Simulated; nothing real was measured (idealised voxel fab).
voxel transistor to metal: a process module
Cross-sectional view cut (width: 215 nm; square cell size: 5 nm).
Throughout this document, each cross-section is represented as a grid of square cells and is presented as a sequence of bands enumerated from the top downward, where a band comprises one or more rows of cells. The band entry comprises the height of the band's top followed by the height of its bottom, expressed in nm, and subsequently the band's materials from left to right, each stated together with its width in nm. Where a single material is marked with the word "full width", that material fills the band from edge to edge. The word "blank" represents empty space. Below 0: as-received wafer, all one material; heights counted from there. Lowest band: no bottom, goes on down, written "z 0 and below". The two numbers in a width such as "30..40" mark its ends across the band: the first belongs to the top row of cells, the second to the bottom row, and from each row to the next the width moves by the same amount. Given "no alteration" for a step, no cell of the cross-section differs between before and after that step. "Enclosed void catalog" contains a list of empty spaces, each no smaller than 8 cells and without an open way to the top, written in the form width x height at distance with the distance from the left edge and all three in nm. That trailing text on a step's line, after the settings, is the simulator's own remark on the step. Steps that use a mask can have "overlay nm" on their line. It says how far the mask sat to the right of where it was meant to be. Negative means to the left.
# Steps in the process plan
1) op RECEIVE | material Si
2) op CONFORMAL_DEP | material SiO2 | thk nm 5
3) op CONFORMAL_DEP | material SiN | thk nm 10
4) op DIRECTIONAL_DEP | material aC | thk nm 15
5) op PATTERN | tone cover | mask id ACTIVE | material resist | width nm 115 | thk nm 30 | overlay nm 0
6) op DIRECTIONAL_ETCH | etch materials aC | depth nm 15
7) op STRIP | etch materials resist
8) op DIRECTIONAL_ETCH | etch materials SiN | depth nm 10
9) op DIRECTIONAL_ETCH | etch materials SiO2 | depth nm 5
10) op DIRECTIONAL_ETCH | etch materials Si | depth nm 30
11) op STRIP | etch materials aC
12) op FILL_DEP | material SiO2 | thk nm 10
13) op CMP | height nm 15
14) op SELECTIVE_ETCH | etch materials SiO2 | depth nm 5
15) op STRIP | etch materials SiN
16) op SELECTIVE_ETCH | etch materials SiO2 | depth nm 5
17) op OXIDIZE | depth nm 5
18) op DIRECTIONAL_DEP | material polySi | thk nm 30
19) op DIRECTIONAL_DEP | material SiCN | thk nm 15
20) op MASKED_ETCH | tone cover | mask id GATE | width nm 35 | etch materials SiCN | depth nm 25 | overlay nm 0
21) op MASKED_ETCH | tone cover | mask id GATE | width nm 35 | etch materials polySi | depth nm 40 | overlay nm 0
22) op CONFORMAL_DEP | material SiO2 | thk nm 5
23) op DIRECTIONAL_ETCH | etch materials SiO2 | depth nm 5
24) op CONFORMAL_DEP | material SiN | thk nm 5
25) op DIRECTIONAL_ETCH | etch materials SiN | depth nm 5
26) op DIRECTIONAL_ETCH | etch materials SiO2 | depth nm 5
27) op DIRECTIONAL_ETCH | etch materials Si | depth nm 15
28) op EPI | material pSi | thk nm 20
29) op FILL_DEP | material SiO2 | thk nm 5
30) op CMP | height nm 30
31) op STRIP | etch materials polySi
32) op SELECTIVE_ETCH | etch materials SiO2 | depth nm 5
33) op CONFORMAL_DEP | material HfO2 | thk nm 5
34) op CONFORMAL_DEP | material TiN | thk nm 5
35) op FILL_DEP | material W | thk nm 5
36) op CMP | height nm 25
37) op DIRECTIONAL_DEP | material SiO2 | thk nm 10
38) op MASKED_ETCH | tone open | mask id CONTACT | width nm 20 | pitch nm 85 | etch materials SiO2 | depth nm 20 | overlay nm 0
39) op CONFORMAL_DEP | material TiN | thk nm 5
40) op FILL_DEP | material W | thk nm 5
41) op CMP | height nm 35
42) op DIRECTIONAL_DEP | material TiN | thk nm 5
43) op DIRECTIONAL_DEP | material W | thk nm 15
44) op MASKED_ETCH | tone cover | mask id METAL_1 | width nm 20 | pitch nm 85 | etch materials W | depth nm 15 | overlay nm 0
45) op MASKED_ETCH | tone cover | mask id METAL_1 | width nm 20 | pitch nm 85 | etch materials TiN | depth nm 5 | overlay nm 0
46) op FILL_DEP | material SiO2 | thk nm 5
47) op CMP | height nm 55
48) op CONFORMAL_DEP | material SiN | thk nm 5
# On the first of the two wafers: run conducted according to plan
# Cross-section of the wafer upon arrival, representing the state reached after step 1
- z 0 and below  Si full width
- Enclosed void catalog: none
# After step 2: wafer cross-section
- z 5 to 0  SiO2 full width
- Rest of section, below 0: as before.
# After step 3: wafer cross-section
- z 15 to 5  SiN full width
- Rest of section, below 5: as before.
# After step 4: wafer cross-section
- z 30 to 15  aC full width
- Rest of section, below 15: as before.
# After step 5: wafer cross-section
- z 60 to 30  50 blank, 115 resist, 50 blank
- Rest of section, below 30: as before.
# After step 6: wafer cross-section
- z 45 to 30  50 blank, 115 resist, 50 blank
- z 30 to 15  50 blank, 115 aC, 50 blank
- Rest of section, below 15: as before.
# After step 7: wafer cross-section
- z 30 to 15  50 blank, 115 aC, 50 blank
- Rest of section, below 15: as before.
# After step 8: wafer cross-section
- z 30 to 15  50 blank, 115 aC, 50 blank
- z 15 to 5  50 blank, 115 SiN, 50 blank
- Rest of section, below 5: as before.
# After step 9: wafer cross-section
- z 30 to 15  50 blank, 115 aC, 50 blank
- z 15 to 5  50 blank, 115 SiN, 50 blank
- z 5 to 0  50 blank, 115 SiO2, 50 blank
- Rest of section, below 0: as before.
# After step 10: wafer cross-section
- z 30 to 15  50 blank, 115 aC, 50 blank
- z 15 to 5  50 blank, 115 SiN, 50 blank
- z 5 to 0  50 blank, 115 SiO2, 50 blank
- z 0 to -30  50 blank, 115 Si, 50 blank
- Rest of section, below -30: as before.
# After step 11: wafer cross-section
- z 15 to 5  50 blank, 115 SiN, 50 blank
- Rest of section, below 5: as before.
# After step 12: wafer cross-section
- z 25 to 15  SiO2 full width
- z 15 to 5  50 SiO2, 115 SiN, 50 SiO2
- z 5 to 0  SiO2 full width
- z 0 to -30  50 SiO2, 115 Si, 50 SiO2
- Rest of section, below -30: as before.
# After step 13: wafer cross-section
- z 15 to 5  50 SiO2, 115 SiN, 50 SiO2
- Rest of section, below 5: as before.
# After step 14: wafer cross-section
- z 15 to 10  50 blank, 115 SiN, 50 blank
- Rest of section, below 10: as before.
# After step 15: wafer cross-section
- z 10 to 5  50 SiO2, 115 blank, 50 SiO2
- Rest of section, below 5: as before.
# After step 16: wafer cross-section
- z 5 to 0  45 SiO2, 125 blank, 45 SiO2
- Rest of section, below 0: as before.
# After step 17: wafer cross-section
- z 5 to 0  45 SiO2, 125 blank, 45 SiO2
- z 0 to -5  SiO2 full width
- Rest of section, below -5: as before.
# After step 18: wafer cross-section
- z 35 to 30  45 polySi, 125 blank, 45 polySi
- z 30 to 5  polySi full width
- z 5 to 0  45 SiO2, 125 polySi, 45 SiO2
- Rest of section, below 0: as before.
# After step 19: wafer cross-section
- z 50 to 45  45 SiCN, 125 blank, 45 SiCN
- z 45 to 35  SiCN full width
- z 35 to 30  45 polySi, 125 SiCN, 45 polySi
- Rest of section, below 30: as before.
# After step 20: wafer cross-section
- z 45 to 35  90 blank, 35 SiCN, 90 blank
- z 35 to 30  45 polySi, 45 blank, 35 SiCN, 45 blank, 45 polySi
- Rest of section, below 30: as before.
# After step 21: wafer cross-section
- z 45 to 30  90 blank, 35 SiCN, 90 blank
- z 30 to 5  90 blank, 35 polySi, 90 blank
- z 5 to 0  45 SiO2, 45 blank, 35 polySi, 45 blank, 45 SiO2
- Rest of section, below 0: as before.
# After step 22: wafer cross-section
- z 50 to 45  85 blank, 45 SiO2, 85 blank
- z 45 to 30  85 blank, 5 SiO2, 35 SiCN, 5 SiO2, 85 blank
- z 30 to 10  85 blank, 5 SiO2, 35 polySi, 5 SiO2, 85 blank
- z 10 to 5  50 SiO2, 35 blank, 5 SiO2, 35 polySi, 5 SiO2, 35 blank, 50 SiO2
- z 5 to 0  90 SiO2, 35 polySi, 90 SiO2
- Rest of section, below 0: as before.
# After step 23: wafer cross-section
- z 45 to 30  85 blank, 5 SiO2, 35 SiCN, 5 SiO2, 85 blank
- z 30 to 5  85 blank, 5 SiO2, 35 polySi, 5 SiO2, 85 blank
- z 5 to 0  50 SiO2, 35 blank, 5 SiO2, 35 polySi, 5 SiO2, 35 blank, 50 SiO2
- Rest of section, below 0: as before.
# After step 24: wafer cross-section
- z 50 to 45  80 blank, 55 SiN, 80 blank
- z 45 to 30  80 blank, 5 SiN, 5 SiO2, 35 SiCN, 5 SiO2, 5 SiN, 80 blank
- z 30 to 10  80 blank, 5 SiN, 5 SiO2, 35 polySi, 5 SiO2, 5 SiN, 80 blank
- z 10 to 5  55 SiN, 25 blank, 5 SiN, 5 SiO2, 35 polySi, 5 SiO2, 5 SiN, 25 blank, 55 SiN
- z 5 to 0  50 SiO2, 35 SiN, 5 SiO2, 35 polySi, 5 SiO2, 35 SiN, 50 SiO2
- Rest of section, below 0: as before.
# After step 25: wafer cross-section
- z 45 to 30  80 blank, 5 SiN, 5 SiO2, 35 SiCN, 5 SiO2, 5 SiN, 80 blank
- z 30 to 5  80 blank, 5 SiN, 5 SiO2, 35 polySi, 5 SiO2, 5 SiN, 80 blank
- z 5 to 0  50 SiO2, 5 SiN, 25 blank, 5 SiN, 5 SiO2, 35 polySi, 5 SiO2, 5 SiN, 25 blank, 5 SiN, 50 SiO2
- Rest of section, below 0: as before.
# After step 26: wafer cross-section
- z 45 to 40  80 blank, 5 SiN, 5 blank, 35 SiCN, 5 blank, 5 SiN, 80 blank
- z 40 to 30  80 blank, 5 SiN, 5 SiO2, 35 SiCN, 5 SiO2, 5 SiN, 80 blank
- z 30 to 5  80 blank, 5 SiN, 5 SiO2, 35 polySi, 5 SiO2, 5 SiN, 80 blank
- z 5 to 0  50 blank, 5 SiN, 25 blank, 5 SiN, 5 SiO2, 35 polySi, 5 SiO2, 5 SiN, 25 blank, 5 SiN, 50 blank
- z 0 to -5  55 SiO2, 25 blank, 55 SiO2, 25 blank, 55 SiO2
- Rest of section, below -5: as before.
# After step 27: wafer cross-section
- z 45 to 40  80 blank, 5 SiN, 5 blank, 35 SiCN, 5 blank, 5 SiN, 80 blank
- z 40 to 30  80 blank, 5 SiN, 5 SiO2, 35 SiCN, 5 SiO2, 5 SiN, 80 blank
- z 30 to 5  80 blank, 5 SiN, 5 SiO2, 35 polySi, 5 SiO2, 5 SiN, 80 blank
- z 5 to 0  50 blank, 5 SiN, 25 blank, 5 SiN, 5 SiO2, 35 polySi, 5 SiO2, 5 SiN, 25 blank, 5 SiN, 50 blank
- z 0 to -5  55 SiO2, 25 blank, 55 SiO2, 25 blank, 55 SiO2
- z -5 to -20  50 SiO2, 5 Si, 25 blank, 55 Si, 25 blank, 5 Si, 50 SiO2
- Rest of section, below -20: as before.
# After step 28: wafer cross-section
- z 45 to 40  80 blank, 5 SiN, 5 blank, 35 SiCN, 5 blank, 5 SiN, 80 blank
- z 40 to 30  80 blank, 5 SiN, 5 SiO2, 35 SiCN, 5 SiO2, 5 SiN, 80 blank
- z 30 to 15  80 blank, 5 SiN, 5 SiO2, 35 polySi, 5 SiO2, 5 SiN, 80 blank
- z 15 to 5  45 blank, 35 pSi, 5 SiN, 5 SiO2, 35 polySi, 5 SiO2, 5 SiN, 35 pSi, 45 blank
- z 5 to 0  45 blank, 5 pSi, 5 SiN, 25 pSi, 5 SiN, 5 SiO2, 35 polySi, 5 SiO2, 5 SiN, 25 pSi, 5 SiN, 5 pSi, 45 blank
- z 0 to -5  55 SiO2, 25 pSi, 55 SiO2, 25 pSi, 55 SiO2
- z -5 to -20  50 SiO2, 5 Si, 25 pSi, 55 Si, 25 pSi, 5 Si, 50 SiO2
- Rest of section, below -20: as before.
# After step 29: wafer cross-section
- z 50 to 45  SiO2 full width
- z 45 to 30  80 SiO2, 5 SiN, 5 SiO2, 35 SiCN, 5 SiO2, 5 SiN, 80 SiO2
- z 30 to 15  80 SiO2, 5 SiN, 5 SiO2, 35 polySi, 5 SiO2, 5 SiN, 80 SiO2
- z 15 to 5  45 SiO2, 35 pSi, 5 SiN, 5 SiO2, 35 polySi, 5 SiO2, 5 SiN, 35 pSi, 45 SiO2
- z 5 to 0  45 SiO2, 5 pSi, 5 SiN, 25 pSi, 5 SiN, 5 SiO2, 35 polySi, 5 SiO2, 5 SiN, 25 pSi, 5 SiN, 5 pSi, 45 SiO2
- Rest of section, below 0: as before.
# After step 30: wafer cross-section
- z 30 to 15  80 SiO2, 5 SiN, 5 SiO2, 35 polySi, 5 SiO2, 5 SiN, 80 SiO2
- Rest of section, below 15: as before.
# After step 31: wafer cross-section
- z 30 to 15  80 SiO2, 5 SiN, 5 SiO2, 35 blank, 5 SiO2, 5 SiN, 80 SiO2
- z 15 to 5  45 SiO2, 35 pSi, 5 SiN, 5 SiO2, 35 blank, 5 SiO2, 5 SiN, 35 pSi, 45 SiO2
- z 5 to 0  45 SiO2, 5 pSi, 5 SiN, 25 pSi, 5 SiN, 5 SiO2, 35 blank, 5 SiO2, 5 SiN, 25 pSi, 5 SiN, 5 pSi, 45 SiO2
- Rest of section, below 0: as before.
# After step 32: wafer cross-section
- z 30 to 25  80 blank, 5 SiN, 45 blank, 5 SiN, 80 blank
- z 25 to 15  80 SiO2, 5 SiN, 45 blank, 5 SiN, 80 SiO2
- z 15 to 5  45 SiO2, 35 pSi, 5 SiN, 45 blank, 5 SiN, 35 pSi, 45 SiO2
- z 5 to 0  45 SiO2, 5 pSi, 5 SiN, 25 pSi, 5 SiN, 45 blank, 5 SiN, 25 pSi, 5 SiN, 5 pSi, 45 SiO2
- z 0 to -5  55 SiO2, 25 pSi, 5 SiO2, 45 blank, 5 SiO2, 25 pSi, 55 SiO2
- Rest of section, below -5: as before.
# After step 33: wafer cross-section
- z 35 to 30  75 blank, 15 HfO2, 35 blank, 15 HfO2, 75 blank
- z 30 to 25  80 HfO2, 5 SiN, 5 HfO2, 35 blank, 5 HfO2, 5 SiN, 80 HfO2
- z 25 to 15  80 SiO2, 5 SiN, 5 HfO2, 35 blank, 5 HfO2, 5 SiN, 80 SiO2
- z 15 to 5  45 SiO2, 35 pSi, 5 SiN, 5 HfO2, 35 blank, 5 HfO2, 5 SiN, 35 pSi, 45 SiO2
- z 5 to 0  45 SiO2, 5 pSi, 5 SiN, 25 pSi, 5 SiN, 5 HfO2, 35 blank, 5 HfO2, 5 SiN, 25 pSi, 5 SiN, 5 pSi, 45 SiO2
- z 0 to -5  55 SiO2, 25 pSi, 5 SiO2, 45 HfO2, 5 SiO2, 25 pSi, 55 SiO2
- Rest of section, below -5: as before.
# After step 34: wafer cross-section
- z 40 to 35  70 blank, 25 TiN, 25 blank, 25 TiN, 70 blank
- z 35 to 30  75 TiN, 15 HfO2, 5 TiN, 25 blank, 5 TiN, 15 HfO2, 75 TiN
- z 30 to 25  80 HfO2, 5 SiN, 5 HfO2, 5 TiN, 25 blank, 5 TiN, 5 HfO2, 5 SiN, 80 HfO2
- z 25 to 15  80 SiO2, 5 SiN, 5 HfO2, 5 TiN, 25 blank, 5 TiN, 5 HfO2, 5 SiN, 80 SiO2
- z 15 to 5  45 SiO2, 35 pSi, 5 SiN, 5 HfO2, 5 TiN, 25 blank, 5 TiN, 5 HfO2, 5 SiN, 35 pSi, 45 SiO2
- z 5 to 0  45 SiO2, 5 pSi, 5 SiN, 25 pSi, 5 SiN, 5 HfO2, 35 TiN, 5 HfO2, 5 SiN, 25 pSi, 5 SiN, 5 pSi, 45 SiO2
- Rest of section, below 0: as before.
# After step 35: wafer cross-section
- z 45 to 40  W full width
- z 40 to 35  70 W, 25 TiN, 25 W, 25 TiN, 70 W
- z 35 to 30  75 TiN, 15 HfO2, 5 TiN, 25 W, 5 TiN, 15 HfO2, 75 TiN
- z 30 to 25  80 HfO2, 5 SiN, 5 HfO2, 5 TiN, 25 W, 5 TiN, 5 HfO2, 5 SiN, 80 HfO2
- z 25 to 15  80 SiO2, 5 SiN, 5 HfO2, 5 TiN, 25 W, 5 TiN, 5 HfO2, 5 SiN, 80 SiO2
- z 15 to 5  45 SiO2, 35 pSi, 5 SiN, 5 HfO2, 5 TiN, 25 W, 5 TiN, 5 HfO2, 5 SiN, 35 pSi, 45 SiO2
- Rest of section, below 5: as before.
# After step 36: wafer cross-section
- z 25 to 15  80 SiO2, 5 SiN, 5 HfO2, 5 TiN, 25 W, 5 TiN, 5 HfO2, 5 SiN, 80 SiO2
- Rest of section, below 15: as before.
# After step 37: wafer cross-section
- z 35 to 25  SiO2 full width
- Rest of section, below 25: as before.
# After step 38: wafer cross-section
- z 35 to 25  55 SiO2, 20 blank, 65 SiO2, 20 blank, 55 SiO2
- z 25 to 15  55 SiO2, 20 blank, 5 SiO2, 5 SiN, 5 HfO2, 5 TiN, 25 W, 5 TiN, 5 HfO2, 5 SiN, 5 SiO2, 20 blank, 55 SiO2
- Rest of section, below 15: as before.
# After step 39: wafer cross-section
- z 40 to 35  60 TiN, 10 blank, 75 TiN, 10 blank, 60 TiN
- z 35 to 25  55 SiO2, 5 TiN, 10 blank, 5 TiN, 65 SiO2, 5 TiN, 10 blank, 5 TiN, 55 SiO2
- z 25 to 20  55 SiO2, 5 TiN, 10 blank, 5 TiN, 5 SiO2, 5 SiN, 5 HfO2, 5 TiN, 25 W, 5 TiN, 5 HfO2, 5 SiN, 5 SiO2, 5 TiN, 10 blank, 5 TiN, 55 SiO2
- z 20 to 15  55 SiO2, 20 TiN, 5 SiO2, 5 SiN, 5 HfO2, 5 TiN, 25 W, 5 TiN, 5 HfO2, 5 SiN, 5 SiO2, 20 TiN, 55 SiO2
- Rest of section, below 15: as before.
# After step 40: wafer cross-section
- z 45 to 40  W full width
- z 40 to 35  60 TiN, 10 W, 75 TiN, 10 W, 60 TiN
- z 35 to 25  55 SiO2, 5 TiN, 10 W, 5 TiN, 65 SiO2, 5 TiN, 10 W, 5 TiN, 55 SiO2
- z 25 to 20  55 SiO2, 5 TiN, 10 W, 5 TiN, 5 SiO2, 5 SiN, 5 HfO2, 5 TiN, 25 W, 5 TiN, 5 HfO2, 5 SiN, 5 SiO2, 5 TiN, 10 W, 5 TiN, 55 SiO2
- Rest of section, below 20: as before.
# After step 41: wafer cross-section
- z 35 to 25  55 SiO2, 5 TiN, 10 W, 5 TiN, 65 SiO2, 5 TiN, 10 W, 5 TiN, 55 SiO2
- Rest of section, below 25: as before.
# After step 42: wafer cross-section
- z 40 to 35  TiN full width
- Rest of section, below 35: as before.
# After step 43: wafer cross-section
- z 55 to 40  W full width
- Rest of section, below 40: as before.
# After step 44: wafer cross-section
- z 55 to 40  55 blank, 20 W, 65 blank, 20 W, 55 blank
- Rest of section, below 40: as before.
# After step 45: wafer cross-section
- z 55 to 40  55 blank, 20 W, 65 blank, 20 W, 55 blank
- z 40 to 35  55 blank, 20 TiN, 65 blank, 20 TiN, 55 blank
- Rest of section, below 35: as before.
# After step 46: wafer cross-section
- z 60 to 55  SiO2 full width
- z 55 to 40  55 SiO2, 20 W, 65 SiO2, 20 W, 55 SiO2
- z 40 to 35  55 SiO2, 20 TiN, 65 SiO2, 20 TiN, 55 SiO2
- Rest of section, below 35: as before.
# After step 47: wafer cross-section
- z 55 to 40  55 SiO2, 20 W, 65 SiO2, 20 W, 55 SiO2
- Rest of section, below 40: as before.
# After step 48: wafer cross-section
- z 60 to 55  SiN full width
- Rest of section, below 55: as before.
# Second wafer, same starting state and plan as the first, one mistake in the run, identical through step 32
# Here is the second wafer in cross-section at the point where step 33 of the plan should have been done
- z 35 to 30  75 blank, 15 TiN, 35 blank, 15 TiN, 75 blank
- z 30 to 25  80 TiN, 5 SiN, 5 TiN, 35 blank, 5 TiN, 5 SiN, 80 TiN
- z 25 to 15  80 SiO2, 5 SiN, 5 TiN, 35 blank, 5 TiN, 5 SiN, 80 SiO2
- z 15 to 5  45 SiO2, 35 pSi, 5 SiN, 5 TiN, 35 blank, 5 TiN, 5 SiN, 35 pSi, 45 SiO2
- z 5 to 0  45 SiO2, 5 pSi, 5 SiN, 25 pSi, 5 SiN, 5 TiN, 35 blank, 5 TiN, 5 SiN, 25 pSi, 5 SiN, 5 pSi, 45 SiO2
- z 0 to -5  55 SiO2, 25 pSi, 5 SiO2, 45 TiN, 5 SiO2, 25 pSi, 55 SiO2
- Rest of section, below -5: as before.
# Here is the second wafer in cross-section at the point where step 34 of the plan should have been done
- z 40 to 35  70 blank, 25 HfO2, 25 blank, 25 HfO2, 70 blank
- z 35 to 30  75 HfO2, 15 TiN, 5 HfO2, 25 blank, 5 HfO2, 15 TiN, 75 HfO2
- z 30 to 25  80 TiN, 5 SiN, 5 TiN, 5 HfO2, 25 blank, 5 HfO2, 5 TiN, 5 SiN, 80 TiN
- z 25 to 15  80 SiO2, 5 SiN, 5 TiN, 5 HfO2, 25 blank, 5 HfO2, 5 TiN, 5 SiN, 80 SiO2
- z 15 to 5  45 SiO2, 35 pSi, 5 SiN, 5 TiN, 5 HfO2, 25 blank, 5 HfO2, 5 TiN, 5 SiN, 35 pSi, 45 SiO2
- z 5 to 0  45 SiO2, 5 pSi, 5 SiN, 25 pSi, 5 SiN, 5 TiN, 35 HfO2, 5 TiN, 5 SiN, 25 pSi, 5 SiN, 5 pSi, 45 SiO2
- Rest of section, below 0: as before.
# Here is the second wafer in cross-section at the point where step 35 of the plan should have been done
- z 45 to 40  W full width
- z 40 to 35  70 W, 25 HfO2, 25 W, 25 HfO2, 70 W
- z 35 to 30  75 HfO2, 15 TiN, 5 HfO2, 25 W, 5 HfO2, 15 TiN, 75 HfO2
- z 30 to 25  80 TiN, 5 SiN, 5 TiN, 5 HfO2, 25 W, 5 HfO2, 5 TiN, 5 SiN, 80 TiN
- z 25 to 15  80 SiO2, 5 SiN, 5 TiN, 5 HfO2, 25 W, 5 HfO2, 5 TiN, 5 SiN, 80 SiO2
- z 15 to 5  45 SiO2, 35 pSi, 5 SiN, 5 TiN, 5 HfO2, 25 W, 5 HfO2, 5 TiN, 5 SiN, 35 pSi, 45 SiO2
- Rest of section, below 5: as before.
# Here is the second wafer in cross-section at the point where step 36 of the plan should have been done
- z 25 to 15  80 SiO2, 5 SiN, 5 TiN, 5 HfO2, 25 W, 5 HfO2, 5 TiN, 5 SiN, 80 SiO2
- Rest of section, below 15: as before.
# Here is the second wafer in cross-section at the point where step 37 of the plan should have been done
- z 35 to 25  SiO2 full width
- Rest of section, below 25: as before.
# Here is the second wafer in cross-section at the point where step 38 of the plan should have been done
- z 35 to 25  55 SiO2, 20 blank, 65 SiO2, 20 blank, 55 SiO2
- z 25 to 15  55 SiO2, 20 blank, 5 SiO2, 5 SiN, 5 TiN, 5 HfO2, 25 W, 5 HfO2, 5 TiN, 5 SiN, 5 SiO2, 20 blank, 55 SiO2
- Rest of section, below 15: as before.
# Here is the second wafer in cross-section at the point where step 39 of the plan should have been done
- z 40 to 35  60 TiN, 10 blank, 75 TiN, 10 blank, 60 TiN
- z 35 to 25  55 SiO2, 5 TiN, 10 blank, 5 TiN, 65 SiO2, 5 TiN, 10 blank, 5 TiN, 55 SiO2
- z 25 to 20  55 SiO2, 5 TiN, 10 blank, 5 TiN, 5 SiO2, 5 SiN, 5 TiN, 5 HfO2, 25 W, 5 HfO2, 5 TiN, 5 SiN, 5 SiO2, 5 TiN, 10 blank, 5 TiN, 55 SiO2
- z 20 to 15  55 SiO2, 20 TiN, 5 SiO2, 5 SiN, 5 TiN, 5 HfO2, 25 W, 5 HfO2, 5 TiN, 5 SiN, 5 SiO2, 20 TiN, 55 SiO2
- Rest of section, below 15: as before.
# Here is the second wafer in cross-section at the point where step 40 of the plan should have been done
- z 45 to 40  W full width
- z 40 to 35  60 TiN, 10 W, 75 TiN, 10 W, 60 TiN
- z 35 to 25  55 SiO2, 5 TiN, 10 W, 5 TiN, 65 SiO2, 5 TiN, 10 W, 5 TiN, 55 SiO2
- z 25 to 20  55 SiO2, 5 TiN, 10 W, 5 TiN, 5 SiO2, 5 SiN, 5 TiN, 5 HfO2, 25 W, 5 HfO2, 5 TiN, 5 SiN, 5 SiO2, 5 TiN, 10 W, 5 TiN, 55 SiO2
- Rest of section, below 20: as before.
# Here is the second wafer in cross-section at the point where step 41 of the plan should have been done
- z 35 to 25  55 SiO2, 5 TiN, 10 W, 5 TiN, 65 SiO2, 5 TiN, 10 W, 5 TiN, 55 SiO2
- Rest of section, below 25: as before.
# Here is the second wafer in cross-section at the point where step 42 of the plan should have been done
- z 40 to 35  TiN full width
- Rest of section, below 35: as before.
# Here is the second wafer in cross-section at the point where step 43 of the plan should have been done
- z 55 to 40  W full width
- Rest of section, below 40: as before.
# Here is the second wafer in cross-section at the point where step 44 of the plan should have been done
- z 55 to 40  55 blank, 20 W, 65 blank, 20 W, 55 blank
- Rest of section, below 40: as before.
# Here is the second wafer in cross-section at the point where step 45 of the plan should have been done
- z 55 to 40  55 blank, 20 W, 65 blank, 20 W, 55 blank
- z 40 to 35  55 blank, 20 TiN, 65 blank, 20 TiN, 55 blank
- Rest of section, below 35: as before.
# Here is the second wafer in cross-section at the point where step 46 of the plan should have been done
- z 60 to 55  SiO2 full width
- z 55 to 40  55 SiO2, 20 W, 65 SiO2, 20 W, 55 SiO2
- z 40 to 35  55 SiO2, 20 TiN, 65 SiO2, 20 TiN, 55 SiO2
- Rest of section, below 35: as before.
# Here is the second wafer in cross-section at the point where step 47 of the plan should have been done
- z 55 to 40  55 SiO2, 20 W, 65 SiO2, 20 W, 55 SiO2
- Rest of section, below 40: as before.
# Here is the second wafer in cross-section at the point where step 48 of the plan should have been done
- z 60 to 55  SiN full width
- Rest of section, below 55: as before.
Plan not followed: steps 33 and 34: order swapped relative to plan
End check, counted in cells, second wafer has more or fewer of these materials than the first: -4 HfO2, +4 TiN
